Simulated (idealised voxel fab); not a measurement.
Title: Process Module voxel ribs on slabs
Section shown: cut. Width: 295 nm. Cell size: 5 nm, square.
Cross-section layout: square cells on a grid; listed as bands, top to bottom; a band spans one or more cell rows. Each band's line starts with the height of the band's top and of its bottom, in nm. Then come its materials from left to right, each with its width in nm. One material with "full width" fills the band from edge to edge. "blank" is empty space. It should be noted that heights are counted from 0, beneath which the wafer as supplied is of one material throughout, and that the lowest band possesses no lower boundary but continues downward, as written in "0 -> down". You'd read "30 to 40" like this: the band's top row of cells is as wide as the first number, its bottom row is as wide as the second, and going down, every row changes width by the same amount as the row before did. Where the words "identical to before" appear for a step, the cross-section shows no cell changed by that step; every cell remained as before. What "Unvented voids" gives you is every empty space of 8 cells or more that is cut off from the top. Each appears as width x height at distance, with the distance taken from the left edge and width, height and distance all in nm. Anything after a step's settings on that line? It's the simulator's own note about the step. When a step includes a mask, the "overlay nm" setting on its line states how far to the right of its planned place that mask lay, and negative values state how far to the left.

Planned step list for the process
- 1: RECEIVE (material Si)
- 2: DIRECTIONAL_DEP (material SiO2; thk nm 30)
- 3: DIRECTIONAL_DEP (material polySi; thk nm 25)
- 4: PATTERN (tone cover; mask id RIB; material resist; width nm 30; thk nm 20; overlay nm 0)
- 5: DIRECTIONAL_ETCH (etch materials polySi; depth nm 15)
- 6: STRIP (etch materials resist)
- 7: MASKED_ETCH (tone cover; mask id SLAB; width nm 60; etch materials polySi; depth nm 10; overlay nm 0)
- 8: FILL_DEP (material SiO2; thk nm 30)
- 9: CMP (height nm 75)
- 10: DIRECTIONAL_DEP (material W; thk nm 5)
- 11: DIRECTIONAL_DEP (material aC; thk nm 10)
- 12: PATTERN (tone cover; mask id HEATER; material resist; width nm 40; thk nm 25; overlay nm 0)
- 13: DIRECTIONAL_ETCH (etch materials aC; depth nm 10)
- 14: STRIP (etch materials resist)
- 15: DIRECTIONAL_ETCH (etch materials W; depth nm 5)
- 16: STRIP (etch materials aC)
- 17: CONFORMAL_DEP (material SiO2; thk nm 10)

First of two wafers: run as planned

Cross-section: wafer on arrival = after step 1
  0 -> down  Si full width
  Unvented voids: none

Wafer xsec, post step 2
  30 -> 0  SiO2 full width
  Anything lower than 0 is untouched.

Wafer xsec, post step 3
  55 -> 30  polySi full width
  Anything lower than 30 is untouched.

Wafer xsec, post step 4
  75 -> 55  130 of blank | 30 of resist | 135 of blank
  Anything lower than 55 is untouched.

Wafer xsec, post step 5
  75 -> 55  130 of blank | 30 of resist | 135 of blank
  55 -> 40  130 of blank | 30 of polySi | 135 of blank
  Anything lower than 40 is untouched.

Wafer xsec, post step 6
  55 -> 40  130 of blank | 30 of polySi | 135 of blank
  Anything lower than 40 is untouched.

Wafer xsec, post step 7
  55 -> 40  130 of blank | 30 of polySi | 135 of blank
  40 -> 30  115 of blank | 60 of polySi | 120 of blank
  Anything lower than 30 is untouched.

Wafer xsec, post step 8
  85 -> 55  SiO2 full width
  55 -> 40  130 of SiO2 | 30 of polySi | 135 of SiO2
  40 -> 30  115 of SiO2 | 60 of polySi | 120 of SiO2
  Anything lower than 30 is untouched.

Wafer xsec, post step 9
  75 -> 55  SiO2 full width
  Anything lower than 55 is untouched.

Wafer xsec, post step 10
  80 -> 75  W full width
  Anything lower than 75 is untouched.

Wafer xsec, post step 11
  90 -> 80  aC full width
  Anything lower than 80 is untouched.

Wafer xsec, post step 12
  115 -> 90  125 of blank | 40 of resist | 130 of blank
  Anything lower than 90 is untouched.

Wafer xsec, post step 13
  105 -> 90  125 of blank | 40 of resist | 130 of blank
  90 -> 80  125 of blank | 40 of aC | 130 of blank
  Anything lower than 80 is untouched.

Wafer xsec, post step 14
  90 -> 80  125 of blank | 40 of aC | 130 of blank
  Anything lower than 80 is untouched.

Wafer xsec, post step 15
  90 -> 80  125 of blank | 40 of aC | 130 of blank
  80 -> 75  125 of blank | 40 of W | 130 of blank
  Anything lower than 75 is untouched.

Wafer xsec, post step 16
  80 -> 75  125 of blank | 40 of W | 130 of blank
  Anything lower than 75 is untouched.

Wafer xsec, post step 17
  90 -> 85  115 of blank | 60 of SiO2 | 120 of blank
  85 -> 80  SiO2 full width
  80 -> 75  125 of SiO2 | 40 of W | 130 of SiO2
  Anything lower than 75 is untouched.

The second wafer: identical to the first at the outset and in its planned sequence, differing only in that one mistake was made during processing; up to and including step 7, its path is the first wafer's path

Cross-sectional representation of the second wafer at the time designated in the plan for the completion of step 8
  85 -> 30  polySi full width
  Anything lower than 30 is untouched.

Cross-sectional representation of the second wafer at the time designated in the plan for the completion of step 9
  75 -> 30  polySi full width
  Anything lower than 30 is untouched.

Cross-sectional representation of the second wafer at the time designated in the plan for the completion of step 10
  80 -> 75  W full width
  Anything lower than 75 is untouched.

Cross-sectional representation of the second wafer at the time designated in the plan for the completion of step 11
  90 -> 80  aC full width
  Anything lower than 80 is untouched.

Cross-sectional representation of the second wafer at the time designated in the plan for the completion of step 12
  115 -> 90  125 of blank | 40 of resist | 130 of blank
  Anything lower than 90 is untouched.

Cross-sectional representation of the second wafer at the time designated in the plan for the completion of step 13
  105 -> 90  125 of blank | 40 of resist | 130 of blank
  90 -> 80  125 of blank | 40 of aC | 130 of blank
  Anything lower than 80 is untouched.

Cross-sectional representation of the second wafer at the time designated in the plan for the completion of step 14
  90 -> 80  125 of blank | 40 of aC | 130 of blank
  Anything lower than 80 is untouched.

Cross-sectional representation of the second wafer at the time designated in the plan for the completion of step 15
  90 -> 80  125 of blank | 40 of aC | 130 of blank
  80 -> 75  125 of blank | 40 of W | 130 of blank
  Anything lower than 75 is untouched.

Cross-sectional representation of the second wafer at the time designated in the plan for the completion of step 16
  80 -> 75  125 of blank | 40 of W | 130 of blank
  Anything lower than 75 is untouched.

Cross-sectional representation of the second wafer at the time designated in the plan for the completion of step 17
  90 -> 85  115 of blank | 60 of SiO2 | 120 of blank
  85 -> 80  SiO2 full width
  80 -> 75  125 of SiO2 | 40 of W | 130 of SiO2
  Anything lower than 75 is untouched.
Want to know what went wrong? the process deviated at step 8: the operation and settings actually run there were FILL_DEP (material polySi; thk nm 30)
Final wafer comparison in cells, second versus first, more or fewer per material: 489 fewer of SiO2 | 489 more of polySi
